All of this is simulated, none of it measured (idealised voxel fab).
Herein follows the process module entitled voxel trench capacitor.
Section cut is 235 nm wide and gridded with 5 nm square cells.
Cross-section, as written here: a square-cell grid given band by band from the top down, where a band holds one or more rows of cells. Band: top and bottom heights (nm) first, top before bottom; then materials from left to right, widths in nm. "all across" marks a sole material filling the band edge to edge. "blank" denotes empty space. Height is counted from the level 0, under which the received wafer is composed throughout of one material. The lowest of the bands is not closed at the bottom but continues downward, in the notation "0 and below". A width given as "30..40" starts at the first number in the band's top row and ends at the second number in its bottom row, shifting by an equal amount at every step from row to row. The designation "no change occurred", where it is given for a processing step, indicates that no cell of the cross-section was altered in the course of that step. "Voids lacking openings" enumerates empty spaces isolated from the top, with no open way to it, that contain at least 8 cells, giving each as width x height at distance from the left edge, all three in nm. Note: text after step settings on the step line = simulator remark on that step. overlay nm: where the mask lay relative to plan, measured to the right, on steps with a mask; negatives go left.
-- The planned process steps are enumerated hereunder
1. op RECEIVE | material Si
2. op CONFORMAL_DEP | material SiN | thk nm 5
3. op MASKED_ETCH | tone open | mask id TRENCH | width nm 25 | pitch nm 40 | etch materials SiN | depth nm 5 | overlay nm 0
4. op MASKED_ETCH | tone open | mask id TRENCH | width nm 25 | pitch nm 40 | etch materials Si | depth nm 35 | overlay nm 0
5. op CONFORMAL_DEP | material HfO2 | thk nm 5
6. op CONFORMAL_DEP | material TiN | thk nm 5
7. op FILL_DEP | material W | thk nm 10
8. op CMP | height nm 5
-- Below: the first of two wafers, run as planned
-- Received-state cross-section, reflecting completion of step 1
> 0 and below | Si all across
> Voids lacking openings: none
-- Upon completion of step 2, the wafer appears in cross-section as shown
> 5 down to 0 | SiN all across
> Everything below 0 is unchanged.
-- Upon completion of step 3, the wafer appears in cross-section as shown
> 5 down to 0 | SiN 65  blank 25  SiN 15  blank 25  SiN 15  blank 25  SiN 65
> Everything below 0 is unchanged.
-- Upon completion of step 4, the wafer appears in cross-section as shown
> 5 down to 0 | SiN 65  blank 25  SiN 15  blank 25  SiN 15  blank 25  SiN 65
> 0 down to -35 | Si 65  blank 25  Si 15  blank 25  Si 15  blank 25  Si 65
> Everything below -35 is unchanged.
-- Upon completion of step 5, the wafer appears in cross-section as shown
> 10 down to 5 | HfO2 70  blank 15  HfO2 25  blank 15  HfO2 25  blank 15  HfO2 70
> 5 down to 0 | SiN 65  HfO2 5  blank 15  HfO2 5  SiN 15  HfO2 5  blank 15  HfO2 5  SiN 15  HfO2 5  blank 15  HfO2 5  SiN 65
> 0 down to -30 | Si 65  HfO2 5  blank 15  HfO2 5  Si 15  HfO2 5  blank 15  HfO2 5  Si 15  HfO2 5  blank 15  HfO2 5  Si 65
> -30 down to -35 | Si 65  HfO2 25  Si 15  HfO2 25  Si 15  HfO2 25  Si 65
> Everything below -35 is unchanged.
-- Upon completion of step 6, the wafer appears in cross-section as shown
> 15 down to 10 | TiN 75  blank 5  TiN 35  blank 5  TiN 35  blank 5  TiN 75
> 10 down to 5 | HfO2 70  TiN 5  blank 5  TiN 5  HfO2 25  TiN 5  blank 5  TiN 5  HfO2 25  TiN 5  blank 5  TiN 5  HfO2 70
> 5 down to 0 | SiN 65  HfO2 5  TiN 5  blank 5  TiN 5  HfO2 5  SiN 15  HfO2 5  TiN 5  blank 5  TiN 5  HfO2 5  SiN 15  HfO2 5  TiN 5  blank 5  TiN 5  HfO2 5  SiN 65
> 0 down to -25 | Si 65  HfO2 5  TiN 5  blank 5  TiN 5  HfO2 5  Si 15  HfO2 5  TiN 5  blank 5  TiN 5  HfO2 5  Si 15  HfO2 5  TiN 5  blank 5  TiN 5  HfO2 5  Si 65
> -25 down to -30 | Si 65  HfO2 5  TiN 15  HfO2 5  Si 15  HfO2 5  TiN 15  HfO2 5  Si 15  HfO2 5  TiN 15  HfO2 5  Si 65
> Everything below -30 is unchanged.
-- Upon completion of step 7, the wafer appears in cross-section as shown
> 25 down to 15 | W all across
> 15 down to 10 | TiN 75  W 5  TiN 35  W 5  TiN 35  W 5  TiN 75
> 10 down to 5 | HfO2 70  TiN 5  W 5  TiN 5  HfO2 25  TiN 5  W 5  TiN 5  HfO2 25  TiN 5  W 5  TiN 5  HfO2 70
> 5 down to 0 | SiN 65  HfO2 5  TiN 5  W 5  TiN 5  HfO2 5  SiN 15  HfO2 5  TiN 5  W 5  TiN 5  HfO2 5  SiN 15  HfO2 5  TiN 5  W 5  TiN 5  HfO2 5  SiN 65
> 0 down to -25 | Si 65  HfO2 5  TiN 5  W 5  TiN 5  HfO2 5  Si 15  HfO2 5  TiN 5  W 5  TiN 5  HfO2 5  Si 15  HfO2 5  TiN 5  W 5  TiN 5  HfO2 5  Si 65
> Everything below -25 is unchanged.
-- Upon completion of step 8, the wafer appears in cross-section as shown
> 5 down to 0 | SiN 65  HfO2 5  TiN 5  W 5  TiN 5  HfO2 5  SiN 15  HfO2 5  TiN 5  W 5  TiN 5  HfO2 5  SiN 15  HfO2 5  TiN 5  W 5  TiN 5  HfO2 5  SiN 65
> Everything below 0 is unchanged.
-- Wafer two. Same start, same plan, one slip in execution. Same as wafer one through step 2, inclusive
-- What the second wafer looks like in cross-section when step 3 should have wrapped up
> 5 down to 0 | SiN 70  blank 20  SiN 20  blank 20  SiN 20  blank 20  SiN 65
> Everything below 0 is unchanged.
-- What the second wafer looks like in cross-section when step 4 should have wrapped up
> 5 down to 0 | SiN 70  blank 20  SiN 20  blank 20  SiN 20  blank 20  SiN 65
> 0 down to -35 | Si 70  blank 20  Si 20  blank 20  Si 20  blank 20  Si 65
> Everything below -35 is unchanged.
-- What the second wafer looks like in cross-section when step 5 should have wrapped up
> 10 down to 5 | HfO2 75  blank 10  HfO2 30  blank 10  HfO2 30  blank 10  HfO2 70
> 5 down to 0 | SiN 70  HfO2 5  blank 10  HfO2 5  SiN 20  HfO2 5  blank 10  HfO2 5  SiN 20  HfO2 5  blank 10  HfO2 5  SiN 65
> 0 down to -30 | Si 70  HfO2 5  blank 10  HfO2 5  Si 20  HfO2 5  blank 10  HfO2 5  Si 20  HfO2 5  blank 10  HfO2 5  Si 65
> -30 down to -35 | Si 70  HfO2 20  Si 20  HfO2 20  Si 20  HfO2 20  Si 65
> Everything below -35 is unchanged.
-- What the second wafer looks like in cross-section when step 6 should have wrapped up
> 15 down to 10 | TiN all across
> 10 down to 5 | HfO2 75  TiN 10  HfO2 30  TiN 10  HfO2 30  TiN 10  HfO2 70
> 5 down to 0 | SiN 70  HfO2 5  TiN 10  HfO2 5  SiN 20  HfO2 5  TiN 10  HfO2 5  SiN 20  HfO2 5  TiN 10  HfO2 5  SiN 65
> 0 down to -30 | Si 70  HfO2 5  TiN 10  HfO2 5  Si 20  HfO2 5  TiN 10  HfO2 5  Si 20  HfO2 5  TiN 10  HfO2 5  Si 65
> Everything below -30 is unchanged.
-- What the second wafer looks like in cross-section when step 7 should have wrapped up
> 25 down to 15 | W all across
> Everything below 15 is unchanged.
-- What the second wafer looks like in cross-section when step 8 should have wrapped up
> 5 down to 0 | SiN 70  HfO2 5  TiN 10  HfO2 5  SiN 20  HfO2 5  TiN 10  HfO2 5  SiN 20  HfO2 5  TiN 10  HfO2 5  SiN 65
> Everything below 0 is unchanged.
Which mistake was made when the wafer was run? heads up, step 3 didn't go per plan, it actually ran as op MASKED_ETCH | tone open | mask id TRENCH | width nm 20 | pitch nm 40 | etch materials SiN | depth nm 5 | overlay nm 0
Final comparison by cell count, materials where the second wafer has more or fewer than the first: -3 HfO2; +21 Si; +3 SiN; -3 TiN; -18 W
